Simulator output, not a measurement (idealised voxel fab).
process module | voxel transistor to metal
cross-section cut | 285 nm wide | cells 5 nm
A cross-section is a grid of square cells, given in bands from the top down. A band is one or more rows of cells.
Each band's line starts with the height of the band's top and of its bottom, in nm. Then come its materials from left to right, each with its width in nm. One material with "throughout" fills the band from edge to edge. "air" is empty space.
Height 0 is the level under which the wafer as received is all one material. The lowest band goes on downwards, as in "0 down".
A width such as "30 to 40" changes by the same amount from each row of cells to the next, from the band's top row to its bottom row.
"no change" after a step means that no cell of the cross-section changed.
closed voids: empty space of 8 cells or more with no open way to the top, each as width x height at its distance from the left edge, in nm
after a step's settings: what the simulator itself notes on the step
overlay nm, on a step with a mask: how far to the right of its planned place the mask lay; to the left if negative
plan
1 op RECEIVE | material Si
2 op OXIDIZE | depth nm 5
3 op CONFORMAL_DEP | material SiN | thk nm 15
4 op DIRECTIONAL_DEP | material aC | thk nm 15
5 op PATTERN | tone cover | mask id ACTIVE | material resist | width nm 100 | pitch nm 120 | thk nm 35 | overlay nm 0
6 op DIRECTIONAL_ETCH | etch materials aC | depth nm 15
7 op STRIP | etch materials resist
8 op DIRECTIONAL_ETCH | etch materials SiN | depth nm 15
9 op DIRECTIONAL_ETCH | etch materials SiO2 | depth nm 5
10 op DIRECTIONAL_ETCH | etch materials Si | depth nm 30
11 op STRIP | etch materials aC
12 op OXIDIZE | depth nm 5
13 op FILL_DEP | material SiO2 | thk nm 15
14 op CMP | height nm 15
15 op SELECTIVE_ETCH | etch materials SiO2 | depth nm 10
16 op STRIP | etch materials SiN
17 op SELECTIVE_ETCH | etch materials SiO2 | depth nm 5
18 op OXIDIZE | depth nm 5
19 op DIRECTIONAL_DEP | material polySi | thk nm 30
20 op DIRECTIONAL_DEP | material SiCN | thk nm 10
21 op MASKED_ETCH | tone cover | mask id GATE | width nm 30 | pitch nm 120 | etch materials SiCN | depth nm 20 | overlay nm 0
22 op MASKED_ETCH | tone cover | mask id GATE | width nm 30 | pitch nm 120 | etch materials polySi | depth nm 40 | overlay nm 0
23 op CONFORMAL_DEP | material SiO2 | thk nm 5
24 op DIRECTIONAL_ETCH | etch materials SiO2 | depth nm 5
25 op CONFORMAL_DEP | material SiN | thk nm 5
26 op DIRECTIONAL_ETCH | etch materials SiN | depth nm 5
27 op DIRECTIONAL_ETCH | etch materials SiO2 | depth nm 5
28 op DIRECTIONAL_ETCH | etch materials Si | depth nm 5
29 op EPI | material SiGe | thk nm 5
30 op FILL_DEP | material SiO2 | thk nm 10
31 op CMP | height nm 25
32 op STRIP | etch materials polySi
33 op SELECTIVE_ETCH | etch materials SiO2 | depth nm 5
34 op CONFORMAL_DEP | material HfO2 | thk nm 5
35 op CONFORMAL_DEP | material TiN | thk nm 5
36 op FILL_DEP | material W | thk nm 10
37 op CMP | height nm 20
38 op DIRECTIONAL_DEP | material SiO2 | thk nm 15
39 op PATTERN | tone open | mask id CONTACT | material resist | width nm 15 | thk nm 15 | overlay nm 0
40 op DIRECTIONAL_ETCH | etch materials SiO2 | depth nm 45
41 op STRIP | etch materials resist
42 op CONFORMAL_DEP | material TiN | thk nm 5
43 op FILL_DEP | material W | thk nm 5
44 op CMP | height nm 35
45 op DIRECTIONAL_DEP | material TiN | thk nm 5
46 op DIRECTIONAL_DEP | material Ru | thk nm 25
47 op MASKED_ETCH | tone cover | mask id METAL_1 | width nm 15 | etch materials Ru | depth nm 25 | overlay nm 0
48 op MASKED_ETCH | tone cover | mask id METAL_1 | width nm 15 | etch materials TiN | depth nm 5 | overlay nm 0
49 op FILL_DEP | material SiO2 | thk nm 5
50 op CMP | height nm 65
51 op CONFORMAL_DEP | material SiN | thk nm 5
as received, after step 1
  0 down: Si throughout
  closed voids: none
a wafer at the end: this start, this plan, one mistake
  70 to 65: SiN throughout
  65 to 40: SiO2 35 | Ru 15 | SiO2 60 | Ru 15 | SiO2 30 | Ru 15 | SiO2 60 | Ru 15 | SiO2 40
  40 to 35: SiO2 35 | TiN 15 | SiO2 60 | TiN 15 | SiO2 30 | TiN 15 | SiO2 60 | TiN 15 | SiO2 40
  35 to 20: SiO2 35 | TiN 5 | W 5 | TiN 5 | SiO2 60 | TiN 5 | W 5 | TiN 5 | SiO2 30 | TiN 5 | W 5 | TiN 5 | SiO2 60 | TiN 5 | W 5 | TiN 5 | SiO2 40
  20 to 0: SiO2 35 | TiN 5 | W 5 | TiN 5 | SiO2 5 | SiN 5 | TiN 5 | HfO2 5 | W 20 | HfO2 5 | TiN 5 | SiN 5 | SiO2 5 | TiN 5 | W 5 | TiN 5 | SiO2 30 | TiN 5 | W 5 | TiN 5 | SiO2 5 | SiN 5 | TiN 5 | HfO2 5 | W 20 | HfO2 5 | TiN 5 | SiN 5 | SiO2 5 | TiN 5 | W 5 | TiN 5 | SiO2 40
  0 to -5: SiO2 30 | SiN 5 | TiN 5 | W 5 | TiN 5 | SiO2 5 | SiN 5 | TiN 5 | HfO2 30 | TiN 5 | SiN 5 | SiO2 5 | TiN 5 | W 5 | TiN 5 | SiN 5 | SiO2 20 | SiN 5 | TiN 5 | W 5 | TiN 5 | SiO2 5 | SiN 5 | TiN 5 | HfO2 30 | TiN 5 | SiN 5 | SiO2 5 | TiN 5 | W 5 | TiN 5 | SiN 5 | SiO2 35
  -5 to -10: SiO2 35 | TiN 15 | SiGe 5 | SiO2 5 | TiN 40 | SiO2 5 | SiGe 5 | TiN 15 | SiO2 30 | TiN 15 | SiGe 5 | SiO2 5 | TiN 40 | SiO2 5 | SiGe 5 | TiN 15 | SiO2 40
  -10 to -15: SiO2 35 | SiGe 20 | Si 50 | SiGe 20 | SiO2 30 | SiGe 20 | Si 50 | SiGe 20 | SiO2 40
  -15 to -40: SiO2 35 | Si 90 | SiO2 30 | Si 90 | SiO2 40
  -40 down: Si throughout
  closed voids: none
what went wrong: steps 34 and 35 were swapped
